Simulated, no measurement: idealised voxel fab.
voxel air gaps: a process module
205 nm wide, 5 nm square cells: that's cross-section cut.
A cross-section is a grid of square cells, given in bands from the top down. A band is one or more rows of cells. Top height, bottom height, nm. Materials left to right, width each, nm. Single material + "full width" = fills band edge to edge. "air" = empty. Measure heights from 0. That's the level where, below it, the as-received wafer is all one material. The lowest band is bottomless and extends downward; write it as in "z 0 and below". Per-row width for "30..40": begins at first number (top row of band), ends at second number (bottom row), increment between rows held constant. When a step is marked "changes: none", none of the cells in the cross-section changed during that step. Reported under the label "Catalogued sealed voids" are the empty spaces having no open way to the top and comprising 8 cells or more; the notation for each is width x height at distance, in which the distance is measured from the left edge and all three values are in nm. Heads up: the bit after the settings on a step's line is the simulator's remark on that step. The line of a step may include "overlay nm". On a step with a mask, this value is how far to the right of its planned place the mask lay. A negative value means the mask lay to the left.

LISTED BELOW ARE THE PROCESS STEPS AS PLANNED
1) RECEIVE with material Si
2) CONFORMAL_DEP with material SiO2, thk nm 10
3) CONFORMAL_DEP with material SiN, thk nm 5
4) DIRECTIONAL_DEP with material SiO2, thk nm 40
5) PATTERN with tone open, mask id LINES, material resist, width nm 15, pitch nm 40, thk nm 20, overlay nm 0
6) DIRECTIONAL_ETCH with etch materials SiO2, depth nm 40
7) STRIP with etch materials resist
8) CONFORMAL_DEP with material TiN, thk nm 5
9) FILL_DEP with material Cu, thk nm 5
10) CMP with height nm 55
11) EPI with material Ru, thk nm 10
12) SELECTIVE_ETCH with etch materials SiO2, depth nm 50
13) CONFORMAL_DEP with material SiN, thk nm 5

THE FIRST OF THE TWO WAFERS, WHICH RAN AS PLANNED

CROSS-SECTION OF THE WAFER AS IT CAME TO US, I.E., ALREADY THROUGH STEP 1
    z 0 and below  Si full width
    Catalogued sealed voids: none

CROSS-SECTION: WAFER STATE AFTER STEP 2
    z 10 to 0  SiO2 full width
    Under 0: no change, same as before.

CROSS-SECTION: WAFER STATE AFTER STEP 3
    z 15 to 10  SiN full width
    Under 10: no change, same as before.

CROSS-SECTION: WAFER STATE AFTER STEP 4
    z 55 to 15  SiO2 full width
    Under 15: no change, same as before.

CROSS-SECTION: WAFER STATE AFTER STEP 5
    z 75 to 55  55 nm resist; 15 nm air; 25 nm resist; 15 nm air; 25 nm resist; 15 nm air; 55 nm resist
    Under 55: no change, same as before.

CROSS-SECTION: WAFER STATE AFTER STEP 6
    z 75 to 55  55 nm resist; 15 nm air; 25 nm resist; 15 nm air; 25 nm resist; 15 nm air; 55 nm resist
    z 55 to 15  55 nm SiO2; 15 nm air; 25 nm SiO2; 15 nm air; 25 nm SiO2; 15 nm air; 55 nm SiO2
    Under 15: no change, same as before.

CROSS-SECTION: WAFER STATE AFTER STEP 7
    z 55 to 15  55 nm SiO2; 15 nm air; 25 nm SiO2; 15 nm air; 25 nm SiO2; 15 nm air; 55 nm SiO2
    Under 15: no change, same as before.

CROSS-SECTION: WAFER STATE AFTER STEP 8
    z 60 to 55  60 nm TiN; 5 nm air; 35 nm TiN; 5 nm air; 35 nm TiN; 5 nm air; 60 nm TiN
    z 55 to 20  55 nm SiO2; 5 nm TiN; 5 nm air; 5 nm TiN; 25 nm SiO2; 5 nm TiN; 5 nm air; 5 nm TiN; 25 nm SiO2; 5 nm TiN; 5 nm air; 5 nm TiN; 55 nm SiO2
    z 20 to 15  55 nm SiO2; 15 nm TiN; 25 nm SiO2; 15 nm TiN; 25 nm SiO2; 15 nm TiN; 55 nm SiO2
    Under 15: no change, same as before.

CROSS-SECTION: WAFER STATE AFTER STEP 9
    z 65 to 60  Cu full width
    z 60 to 55  60 nm TiN; 5 nm Cu; 35 nm TiN; 5 nm Cu; 35 nm TiN; 5 nm Cu; 60 nm TiN
    z 55 to 20  55 nm SiO2; 5 nm TiN; 5 nm Cu; 5 nm TiN; 25 nm SiO2; 5 nm TiN; 5 nm Cu; 5 nm TiN; 25 nm SiO2; 5 nm TiN; 5 nm Cu; 5 nm TiN; 55 nm SiO2
    Under 20: no change, same as before.

CROSS-SECTION: WAFER STATE AFTER STEP 10
    z 55 to 20  55 nm SiO2; 5 nm TiN; 5 nm Cu; 5 nm TiN; 25 nm SiO2; 5 nm TiN; 5 nm Cu; 5 nm TiN; 25 nm SiO2; 5 nm TiN; 5 nm Cu; 5 nm TiN; 55 nm SiO2
    Under 20: no change, same as before.

CROSS-SECTION: WAFER STATE AFTER STEP 11
    z 65 to 55  45 nm air; 35 nm Ru; 5 nm air; 35 nm Ru; 5 nm air; 35 nm Ru; 45 nm air
    Under 55: no change, same as before.

CROSS-SECTION: WAFER STATE AFTER STEP 12
    z 65 to 55  45 nm air; 35 nm Ru; 5 nm air; 35 nm Ru; 5 nm air; 35 nm Ru; 45 nm air
    z 55 to 20  55 nm air; 5 nm TiN; 5 nm Cu; 5 nm TiN; 25 nm air; 5 nm TiN; 5 nm Cu; 5 nm TiN; 25 nm air; 5 nm TiN; 5 nm Cu; 5 nm TiN; 55 nm air
    z 20 to 15  55 nm air; 15 nm TiN; 25 nm air; 15 nm TiN; 25 nm air; 15 nm TiN; 55 nm air
    Under 15: no change, same as before.

CROSS-SECTION: WAFER STATE AFTER STEP 13
    z 70 to 65  40 nm air; 125 nm SiN; 40 nm air
    z 65 to 55  40 nm air; 5 nm SiN; 35 nm Ru; 5 nm SiN; 35 nm Ru; 5 nm SiN; 35 nm Ru; 5 nm SiN; 40 nm air
    z 55 to 50  40 nm air; 15 nm SiN; 5 nm TiN; 5 nm Cu; 5 nm TiN; 25 nm SiN; 5 nm TiN; 5 nm Cu; 5 nm TiN; 25 nm SiN; 5 nm TiN; 5 nm Cu; 5 nm TiN; 15 nm SiN; 40 nm air
    z 50 to 20  50 nm air; 5 nm SiN; 5 nm TiN; 5 nm Cu; 5 nm TiN; 5 nm SiN; 15 nm air; 5 nm SiN; 5 nm TiN; 5 nm Cu; 5 nm TiN; 5 nm SiN; 15 nm air; 5 nm SiN; 5 nm TiN; 5 nm Cu; 5 nm TiN; 5 nm SiN; 50 nm air
    z 20 to 15  55 nm SiN; 15 nm TiN; 25 nm SiN; 15 nm TiN; 25 nm SiN; 15 nm TiN; 55 nm SiN
    Under 15: no change, same as before.
    Catalogued sealed voids: 15 x 30 at 75; 15 x 30 at 115

WAFER TWO OF TWO - SAME STARTING POINT, SAME PROCESS PLAN, ONE MISTAKE IN EXECUTION; MATCHES WAFER ONE UP TO AND INCLUDING STEP 4

CROSS-SECTION OF THE SECOND WAFER CORRESPONDING TO THE PLANNED CONCLUSION OF STEP 5
    z 75 to 55  50 nm resist; 15 nm air; 25 nm resist; 15 nm air; 25 nm resist; 15 nm air; 60 nm resist
    Under 55: no change, same as before.

CROSS-SECTION OF THE SECOND WAFER CORRESPONDING TO THE PLANNED CONCLUSION OF STEP 6
    z 75 to 55  50 nm resist; 15 nm air; 25 nm resist; 15 nm air; 25 nm resist; 15 nm air; 60 nm resist
    z 55 to 15  50 nm SiO2; 15 nm air; 25 nm SiO2; 15 nm air; 25 nm SiO2; 15 nm air; 60 nm SiO2
    Under 15: no change, same as before.

CROSS-SECTION OF THE SECOND WAFER CORRESPONDING TO THE PLANNED CONCLUSION OF STEP 7
    z 55 to 15  50 nm SiO2; 15 nm air; 25 nm SiO2; 15 nm air; 25 nm SiO2; 15 nm air; 60 nm SiO2
    Under 15: no change, same as before.

CROSS-SECTION OF THE SECOND WAFER CORRESPONDING TO THE PLANNED CONCLUSION OF STEP 8
    z 60 to 55  55 nm TiN; 5 nm air; 35 nm TiN; 5 nm air; 35 nm TiN; 5 nm air; 65 nm TiN
    z 55 to 20  50 nm SiO2; 5 nm TiN; 5 nm air; 5 nm TiN; 25 nm SiO2; 5 nm TiN; 5 nm air; 5 nm TiN; 25 nm SiO2; 5 nm TiN; 5 nm air; 5 nm TiN; 60 nm SiO2
    z 20 to 15  50 nm SiO2; 15 nm TiN; 25 nm SiO2; 15 nm TiN; 25 nm SiO2; 15 nm TiN; 60 nm SiO2
    Under 15: no change, same as before.

CROSS-SECTION OF THE SECOND WAFER CORRESPONDING TO THE PLANNED CONCLUSION OF STEP 9
    z 65 to 60  Cu full width
    z 60 to 55  55 nm TiN; 5 nm Cu; 35 nm TiN; 5 nm Cu; 35 nm TiN; 5 nm Cu; 65 nm TiN
    z 55 to 20  50 nm SiO2; 5 nm TiN; 5 nm Cu; 5 nm TiN; 25 nm SiO2; 5 nm TiN; 5 nm Cu; 5 nm TiN; 25 nm SiO2; 5 nm TiN; 5 nm Cu; 5 nm TiN; 60 nm SiO2
    Under 20: no change, same as before.

CROSS-SECTION OF THE SECOND WAFER CORRESPONDING TO THE PLANNED CONCLUSION OF STEP 10
    z 55 to 20  50 nm SiO2; 5 nm TiN; 5 nm Cu; 5 nm TiN; 25 nm SiO2; 5 nm TiN; 5 nm Cu; 5 nm TiN; 25 nm SiO2; 5 nm TiN; 5 nm Cu; 5 nm TiN; 60 nm SiO2
    Under 20: no change, same as before.

CROSS-SECTION OF THE SECOND WAFER CORRESPONDING TO THE PLANNED CONCLUSION OF STEP 11
    z 65 to 55  40 nm air; 35 nm Ru; 5 nm air; 35 nm Ru; 5 nm air; 35 nm Ru; 50 nm air
    Under 55: no change, same as before.

CROSS-SECTION OF THE SECOND WAFER CORRESPONDING TO THE PLANNED CONCLUSION OF STEP 12
    z 65 to 55  40 nm air; 35 nm Ru; 5 nm air; 35 nm Ru; 5 nm air; 35 nm Ru; 50 nm air
    z 55 to 20  50 nm air; 5 nm TiN; 5 nm Cu; 5 nm TiN; 25 nm air; 5 nm TiN; 5 nm Cu; 5 nm TiN; 25 nm air; 5 nm TiN; 5 nm Cu; 5 nm TiN; 60 nm air
    z 20 to 15  50 nm air; 15 nm TiN; 25 nm air; 15 nm TiN; 25 nm air; 15 nm TiN; 60 nm air
    Under 15: no change, same as before.

CROSS-SECTION OF THE SECOND WAFER CORRESPONDING TO THE PLANNED CONCLUSION OF STEP 13
    z 70 to 65  35 nm air; 125 nm SiN; 45 nm air
    z 65 to 55  35 nm air; 5 nm SiN; 35 nm Ru; 5 nm SiN; 35 nm Ru; 5 nm SiN; 35 nm Ru; 5 nm SiN; 45 nm air
    z 55 to 50  35 nm air; 15 nm SiN; 5 nm TiN; 5 nm Cu; 5 nm TiN; 25 nm SiN; 5 nm TiN; 5 nm Cu; 5 nm TiN; 25 nm SiN; 5 nm TiN; 5 nm Cu; 5 nm TiN; 15 nm SiN; 45 nm air
    z 50 to 20  45 nm air; 5 nm SiN; 5 nm TiN; 5 nm Cu; 5 nm TiN; 5 nm SiN; 15 nm air; 5 nm SiN; 5 nm TiN; 5 nm Cu; 5 nm TiN; 5 nm SiN; 15 nm air; 5 nm SiN; 5 nm TiN; 5 nm Cu; 5 nm TiN; 5 nm SiN; 55 nm air
    z 20 to 15  50 nm SiN; 15 nm TiN; 25 nm SiN; 15 nm TiN; 25 nm SiN; 15 nm TiN; 60 nm SiN
    Under 15: no change, same as before.
    Catalogued sealed voids: 15 x 30 at 70; 15 x 30 at 110
Here's what went sideways: step 5 changed vs plan, executed as PATTERN with tone open, mask id LINES, material resist, width nm 15, pitch nm 40, thk nm 20, overlay nm -5
In the final comparison it is observed that the number of cells assigned to each material is identical for the two wafers, whereas their placement is not.
